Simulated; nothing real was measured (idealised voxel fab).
This is a process module. Its name is voxel ribs on slabs.
Each square cell in cross-section cut measures 5 nm, and the section as a whole is 290 nm wide.
Think of the cross-section as a grid of square cells. We describe it in bands, top to bottom, and each band covers one or more rows of those cells. Band: top height; bottom height; in nm. Then, left to right: material with width in nm, for each material. "everywhere": a single material spanning edge to edge. "air": empty space. Beneath 0, the wafer as received is one material, and that level is where height counting begins. The lowest band goes on downward without a bottom; it is written like "0 nm and below". Read "30->40" as a graded width: first number on top, second number at the bottom, same change between each pair of neighbouring rows. Reading "everything unchanged" for a step: not a cell of the cross-section changed in it. The entry titled "Closed void entries" provides the empty spaces that have no open way to the top, restricted to those of 8 cells or more. Each is presented as width x height at distance, the distance being measured from the left edge, with all three in nm. Post-settings text on a step line: simulator's own remark regarding the step. overlay nm: where the mask lay relative to plan, measured to the right, on steps with a mask; negatives go left.
Here's what the planned process steps look like:
1: RECEIVE,material Si
2: DIRECTIONAL_DEP,material SiO2,thk nm 20
3: DIRECTIONAL_DEP,material polySi,thk nm 15
4: MASKED_ETCH,tone cover,mask id RIB,width nm 20,etch materials polySi,depth nm 10,overlay nm 0
5: MASKED_ETCH,tone cover,mask id SLAB,width nm 60,etch materials polySi,depth nm 5,overlay nm 0
6: FILL_DEP,material SiO2,thk nm 25
7: CMP,height nm 55
8: DIRECTIONAL_DEP,material TiN,thk nm 10
9: DIRECTIONAL_DEP,material aC,thk nm 15
10: PATTERN,tone cover,mask id HEATER,material resist,width nm 30,thk nm 30,overlay nm 0
11: DIRECTIONAL_ETCH,etch materials aC,depth nm 15
12: STRIP,etch materials resist
13: DIRECTIONAL_ETCH,etch materials TiN,depth nm 10
14: STRIP,etch materials aC
15: CONFORMAL_DEP,material SiO2,thk nm 5
First wafer out of two, processed as planned:
Step 1 complete: cross-section of the wafer as received:
	0 nm and below: Si everywhere
	Closed void entries: none
Wafer xsec, post step 2:
	20 nm to 0 nm: SiO2 everywhere
	below 0: unchanged
Wafer xsec, post step 3:
	35 nm to 20 nm: polySi everywhere
	below 20: unchanged
Wafer xsec, post step 4:
	35 nm to 25 nm: air 135 nm, then polySi 20 nm, then air 135 nm
	below 25: unchanged
Wafer xsec, post step 5:
	35 nm to 25 nm: air 135 nm, then polySi 20 nm, then air 135 nm
	25 nm to 20 nm: air 115 nm, then polySi 60 nm, then air 115 nm
	below 20: unchanged
Wafer xsec, post step 6:
	60 nm to 35 nm: SiO2 everywhere
	35 nm to 25 nm: SiO2 135 nm, then polySi 20 nm, then SiO2 135 nm
	25 nm to 20 nm: SiO2 115 nm, then polySi 60 nm, then SiO2 115 nm
	below 20: unchanged
Wafer xsec, post step 7:
	55 nm to 35 nm: SiO2 everywhere
	below 35: unchanged
Wafer xsec, post step 8:
	65 nm to 55 nm: TiN everywhere
	below 55: unchanged
Wafer xsec, post step 9:
	80 nm to 65 nm: aC everywhere
	below 65: unchanged
Wafer xsec, post step 10:
	110 nm to 80 nm: air 130 nm, then resist 30 nm, then air 130 nm
	below 80: unchanged
Wafer xsec, post step 11:
	95 nm to 80 nm: air 130 nm, then resist 30 nm, then air 130 nm
	80 nm to 65 nm: air 130 nm, then aC 30 nm, then air 130 nm
	below 65: unchanged
Wafer xsec, post step 12:
	80 nm to 65 nm: air 130 nm, then aC 30 nm, then air 130 nm
	below 65: unchanged
Wafer xsec, post step 13:
	80 nm to 65 nm: air 130 nm, then aC 30 nm, then air 130 nm
	65 nm to 55 nm: air 130 nm, then TiN 30 nm, then air 130 nm
	below 55: unchanged
Wafer xsec, post step 14:
	65 nm to 55 nm: air 130 nm, then TiN 30 nm, then air 130 nm
	below 55: unchanged
Wafer xsec, post step 15:
	70 nm to 65 nm: air 125 nm, then SiO2 40 nm, then air 125 nm
	65 nm to 60 nm: air 125 nm, then SiO2 5 nm, then TiN 30 nm, then SiO2 5 nm, then air 125 nm
	60 nm to 55 nm: SiO2 130 nm, then TiN 30 nm, then SiO2 130 nm
	below 55: unchanged
Companion wafer, the second of two: same beginning, same intended sequence, one mistake in carrying it out; through step 14 inclusive it tracks the first exactly:
The second wafer cut through, at the time step 15 was supposed to be finished: everything unchanged
What was the processing mistake? skipped: plan step 15 (never run)
Count the cells at the end and the second wafer has more or fewer of some materials than the first: -62 SiO2
